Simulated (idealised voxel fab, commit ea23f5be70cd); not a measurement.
Process module name: voxel self aligned vias
Displayed cross-section: cut, width of 250 nm, square cells sized 5 nm.
Cross-section format: a grid of square cells, given as bands from top to bottom; each band is one or more rows of cells.
Heads up on the band format: heights come first, top then bottom, in nm. After that it's the materials left to right, each with its width in nm. A single material flagged "full width" fills the whole band edge to edge, and "blank" means there's empty space there.
A quick word on heights: they are counted from 0, and under that level the wafer as it came to us is one material throughout. The lowest band is different from the rest in having no bottom; it simply continues downward, written as in "0 down".
So if you see something like "30..40" for the width, read it as the top row of the band sitting at the first number and the bottom row at the second, with every row in between moving by the same amount as the last.
For the purposes of this document, the phrase "nothing altered" attached to a step denotes that no cell within the cross-section was modified by that step.
The entry "Fully closed voids" lists the empty spaces that cover at least 8 cells and have no open path to the top. Each is written as width x height at distance, where the distance is measured from the left edge and all three values are in nm.
On a step's line, text after the settings is the simulator commenting on that step.
"overlay nm", when on a step's line for a step with a mask, measures how far to the right of its planned place the mask lay; a negative measure means to the left.
In what follows, pairs of cross-sections are presented, each taken before and after one process step, with the after cross-section shown only down to the lowest band that was altered; the step, together with its settings, is stated below the pair. The pairs may stem from different runs of this module on the same starting wafer; accordingly, a pair should be taken as continuing from the one above it solely where its entry headed "Prior to processing" indicates as much.

Prior to processing
- 50 to 45: 85 nm SiN, 15 nm blank, 45 nm SiN, 15 nm blank, 90 nm SiN
- 45 to 25: 80 nm lowk, 5 nm SiN, 15 nm blank, 5 nm SiN, 35 nm lowk, 5 nm SiN, 15 nm blank, 5 nm SiN, 85 nm lowk
- 25 to 20: 80 nm lowk, 25 nm SiN, 35 nm lowk, 25 nm SiN, 85 nm lowk
- 20 to 15: SiCN full width
- 15 to 0: SiO2 full width
- 0 down: Si full width
- Fully closed voids: none

As Processed
- 55 to 50: Ru full width
- 50 to 45: 85 nm SiN, 15 nm Ru, 45 nm SiN, 15 nm Ru, 90 nm SiN
- 45 to 25: 80 nm lowk, 5 nm SiN, 15 nm Ru, 5 nm SiN, 35 nm lowk, 5 nm SiN, 15 nm Ru, 5 nm SiN, 85 nm lowk
- All layers under 25 are left as they were.
- Fully closed voids: none
What was done to get from the upper cross-section to the lower one? FILL_DEP, material Ru, thk nm 5

Prior to processing: = after-state of the pair above.

As Processed
- 45 to 25: 80 nm lowk, 5 nm SiN, 15 nm Ru, 5 nm SiN, 35 nm lowk, 5 nm SiN, 15 nm Ru, 5 nm SiN, 85 nm lowk
- All layers under 25 are left as they were.
- Fully closed voids: none
What was done to get from the upper cross-section to the lower one? CMP, height nm 45

Prior to processing: = after-state of the pair above.

As Processed
- 45 to 35: 80 nm lowk, 5 nm SiN, 15 nm blank, 5 nm SiN, 35 nm lowk, 5 nm SiN, 15 nm blank, 5 nm SiN, 85 nm lowk
- All layers under 35 are left as they were.
- Fully closed voids: none
What was done to get from the upper cross-section to the lower one? SELECTIVE_ETCH, etch materials W Ru TiN, depth nm 10

Prior to processing: = after-state of the pair above.

As Processed
- 50 to 45: SiN full width
- 45 to 35: 80 nm lowk, 25 nm SiN, 35 nm lowk, 25 nm SiN, 85 nm lowk
- All layers under 35 are left as they were.
- Fully closed voids: none
What was done to get from the upper cross-section to the lower one? FILL_DEP, material SiN, thk nm 5

Prior to processing: = after-state of the pair above.

As Processed
- 45 to 35: 80 nm lowk, 25 nm SiN, 35 nm lowk, 25 nm SiN, 85 nm lowk
- All layers under 35 are left as they were.
- Fully closed voids: none
What was done to get from the upper cross-section to the lower one? CMP, height nm 45

Prior to processing: = after-state of the pair above.

As Processed
- 65 to 45: lowk full width
- All layers under 45 are left as they were.
- Fully closed voids: none
What was done to get from the upper cross-section to the lower one? DIRECTIONAL_DEP, material lowk, thk nm 20

Prior to processing: = after-state of the pair above.

As Processed
- 85 to 65: 70 nm resist, 45 nm blank, 135 nm resist
- All layers under 65 are left as they were.
- Fully closed voids: none
What was done to get from the upper cross-section to the lower one? PATTERN, tone open, mask id VIAS, material resist, width nm 45, thk nm 20, overlay nm 0

Prior to processing: = after-state of the pair above.

As Processed
- 85 to 65: 70 nm resist, 45 nm blank, 135 nm resist
- 65 to 45: 70 nm lowk, 45 nm blank, 135 nm lowk
- All layers under 45 are left as they were.
- Fully closed voids: none
What was done to get from the upper cross-section to the lower one? DIRECTIONAL_ETCH, etch materials lowk, depth nm 20

Prior to processing: = after-state of the pair above.

As Processed
- 85 to 65: 70 nm resist, 45 nm blank, 135 nm resist
- 65 to 45: 70 nm lowk, 45 nm blank, 135 nm lowk
- 45 to 35: 80 nm lowk, 25 nm blank, 35 nm lowk, 25 nm SiN, 85 nm lowk
- All layers under 35 are left as they were.
- Fully closed voids: none
What was done to get from the upper cross-section to the lower one? DIRECTIONAL_ETCH, etch materials SiN, depth nm 10

Prior to processing: = after-state of the pair above.

As Processed
- 65 to 45: 70 nm lowk, 45 nm blank, 135 nm lowk
- All layers under 45 are left as they were.
- Fully closed voids: none
What was done to get from the upper cross-section to the lower one? STRIP, etch materials resist

Prior to processing: = after-state of the pair above.

As Processed
- 70 to 65: 75 nm TiN, 35 nm blank, 140 nm TiN
- 65 to 50: 70 nm lowk, 5 nm TiN, 35 nm blank, 5 nm TiN, 135 nm lowk
- 50 to 45: 70 nm lowk, 15 nm TiN, 15 nm blank, 15 nm TiN, 135 nm lowk
- 45 to 40: 80 nm lowk, 5 nm TiN, 15 nm blank, 5 nm TiN, 35 nm lowk, 25 nm SiN, 85 nm lowk
- 40 to 35: 80 nm lowk, 25 nm TiN, 35 nm lowk, 25 nm SiN, 85 nm lowk
- All layers under 35 are left as they were.
- Fully closed voids: none
What was done to get from the upper cross-section to the lower one? CONFORMAL_DEP, material TiN, thk nm 5

Prior to processing: = after-state of the pair above.

As Processed
- 75 to 70: Ru full width
- 70 to 65: 75 nm TiN, 35 nm Ru, 140 nm TiN
- 65 to 50: 70 nm lowk, 5 nm TiN, 35 nm Ru, 5 nm TiN, 135 nm lowk
- 50 to 45: 70 nm lowk, 15 nm TiN, 15 nm Ru, 15 nm TiN, 135 nm lowk
- 45 to 40: 80 nm lowk, 5 nm TiN, 15 nm Ru, 5 nm TiN, 35 nm lowk, 25 nm SiN, 85 nm lowk
- All layers under 40 are left as they were.
- Fully closed voids: none
What was done to get from the upper cross-section to the lower one? FILL_DEP, material Ru, thk nm 5

Prior to processing: = after-state of the pair above.

As Processed
- 65 to 50: 70 nm lowk, 5 nm TiN, 35 nm Ru, 5 nm TiN, 135 nm lowk
- All layers under 50 are left as they were.
- Fully closed voids: none
What was done to get from the upper cross-section to the lower one? CMP, height nm 65

Prior to processing: = after-state of the pair above.

As Processed
- 70 to 65: SiCN full width
- All layers under 65 are left as they were.
- Fully closed voids: none
What was done to get from the upper cross-section to the lower one? CONFORMAL_DEP, material SiCN, thk nm 5

Prior to processing
- 45 to 20: lowk full width
- 20 to 15: SiCN full width
- 15 to 0: SiO2 full width
- 0 down: Si full width
- Fully closed voids: none

As Processed
- 45 to 20: 80 nm blank, 25 nm lowk, 35 nm blank, 25 nm lowk, 85 nm blank
- All layers under 20 are left as they were.
- Fully closed voids: none
What was done to get from the upper cross-section to the lower one? MASKED_ETCH, tone cover, mask id LINES, width nm 25, pitch nm 60, etch materials lowk, depth nm 25, overlay nm 0

Prior to processing: = after-state of the pair above.

As Processed
- 50 to 45: 75 nm blank, 35 nm TiN, 25 nm blank, 35 nm TiN, 80 nm blank
- 45 to 25: 75 nm blank, 5 nm TiN, 25 nm lowk, 5 nm TiN, 25 nm blank, 5 nm TiN, 25 nm lowk, 5 nm TiN, 80 nm blank
- 25 to 20: 80 nm TiN, 25 nm lowk, 35 nm TiN, 25 nm lowk, 85 nm TiN
- All layers under 20 are left as they were.
- Fully closed voids: none
What was done to get from the upper cross-section to the lower one? CONFORMAL_DEP, material TiN, thk nm 5

Prior to processing: = after-state of the pair above.

As Processed
- 55 to 50: Ru full width
- 50 to 45: 75 nm Ru, 35 nm TiN, 25 nm Ru, 35 nm TiN, 80 nm Ru
- 45 to 25: 75 nm Ru, 5 nm TiN, 25 nm lowk, 5 nm TiN, 25 nm Ru, 5 nm TiN, 25 nm lowk, 5 nm TiN, 80 nm Ru
- All layers under 25 are left as they were.
- Fully closed voids: none
What was done to get from the upper cross-section to the lower one? FILL_DEP, material Ru, thk nm 5

Prior to processing: = after-state of the pair above.

As Processed
- 45 to 25: 75 nm Ru, 5 nm TiN, 25 nm lowk, 5 nm TiN, 25 nm Ru, 5 nm TiN, 25 nm lowk, 5 nm TiN, 80 nm Ru
- All layers under 25 are left as they were.
- Fully closed voids: none
What was done to get from the upper cross-section to the lower one? CMP, height nm 45

Prior to processing: = after-state of the pair above.

As Processed
- 45 to 35: 80 nm blank, 25 nm lowk, 35 nm blank, 25 nm lowk, 85 nm blank
- All layers under 35 are left as they were.
- Fully closed voids: none
What was done to get from the upper cross-section to the lower one? SELECTIVE_ETCH, etch materials W Ru TiN, depth nm 10

Prior to processing: = after-state of the pair above.

As Processed
- 50 to 45: SiN full width
- 45 to 35: 80 nm SiN, 25 nm lowk, 35 nm SiN, 25 nm lowk, 85 nm SiN
- All layers under 35 are left as they were.
- Fully closed voids: none
What was done to get from the upper cross-section to the lower one? FILL_DEP, material SiN, thk nm 5

Prior to processing: = after-state of the pair above.

As Processed
- 45 to 35: 80 nm SiN, 25 nm lowk, 35 nm SiN, 25 nm lowk, 85 nm SiN
- All layers under 35 are left as they were.
- Fully closed voids: none
What was done to get from the upper cross-section to the lower one? CMP, height nm 45

Prior to processing: = after-state of the pair above.

As Processed
- 65 to 45: lowk full width
- All layers under 45 are left as they were.
- Fully closed voids: none
What was done to get from the upper cross-section to the lower one? DIRECTIONAL_DEP, material lowk, thk nm 20

Prior to processing: = after-state of the pair above.

As Processed
- 85 to 65: 70 nm resist, 45 nm blank, 135 nm resist
- All layers under 65 are left as they were.
- Fully closed voids: none
What was done to get from the upper cross-section to the lower one? PATTERN, tone open, mask id VIAS, material resist, width nm 45, thk nm 20, overlay nm 0

Prior to processing: = after-state of the pair above.

As Processed
- 85 to 65: 70 nm resist, 45 nm blank, 135 nm resist
- 65 to 45: 70 nm lowk, 45 nm blank, 135 nm lowk
- All layers under 45 are left as they were.
- Fully closed voids: none
What was done to get from the upper cross-section to the lower one? DIRECTIONAL_ETCH, etch materials lowk, depth nm 20

Prior to processing: = after-state of the pair above.

As Processed
- 85 to 65: 70 nm resist, 45 nm blank, 135 nm resist
- 65 to 45: 70 nm lowk, 45 nm blank, 135 nm lowk
- 45 to 35: 70 nm SiN, 10 nm blank, 25 nm lowk, 10 nm blank, 25 nm SiN, 25 nm lowk, 85 nm SiN
- All layers under 35 are left as they were.
- Fully closed voids: none
What was done to get from the upper cross-section to the lower one? DIRECTIONAL_ETCH, etch materials SiN, depth nm 10

Prior to processing: = after-state of the pair above.

As Processed
- 65 to 45: 70 nm lowk, 45 nm blank, 135 nm lowk
- All layers under 45 are left as they were.
- Fully closed voids: none
What was done to get from the upper cross-section to the lower one? STRIP, etch materials resist

Prior to processing: = after-state of the pair above.

As Processed
- 70 to 65: 75 nm TiN, 35 nm blank, 140 nm TiN
- 65 to 50: 70 nm lowk, 5 nm TiN, 35 nm blank, 5 nm TiN, 135 nm lowk
- 50 to 45: 70 nm lowk, 45 nm TiN, 135 nm lowk
- 45 to 35: 70 nm SiN, 10 nm TiN, 25 nm lowk, 10 nm TiN, 25 nm SiN, 25 nm lowk, 85 nm SiN
- All layers under 35 are left as they were.
- Fully closed voids: none
What was done to get from the upper cross-section to the lower one? CONFORMAL_DEP, material TiN, thk nm 5

Prior to processing: = after-state of the pair above.

As Processed
- 75 to 70: Ru full width
- 70 to 65: 75 nm TiN, 35 nm Ru, 140 nm TiN
- 65 to 50: 70 nm lowk, 5 nm TiN, 35 nm Ru, 5 nm TiN, 135 nm lowk
- All layers under 50 are left as they were.
- Fully closed voids: none
What was done to get from the upper cross-section to the lower one? FILL_DEP, material Ru, thk nm 5

Prior to processing: = after-state of the pair above.

As Processed
- 65 to 50: 70 nm lowk, 5 nm TiN, 35 nm Ru, 5 nm TiN, 135 nm lowk
- All layers under 50 are left as they were.
- Fully closed voids: none
What was done to get from the upper cross-section to the lower one? CMP, height nm 65

Prior to processing: = after-state of the pair above.

As Processed
- 70 to 65: SiCN full width
- All layers under 65 are left as they were.
- Fully closed voids: none
What was done to get from the upper cross-section to the lower one? CONFORMAL_DEP, material SiCN, thk nm 5
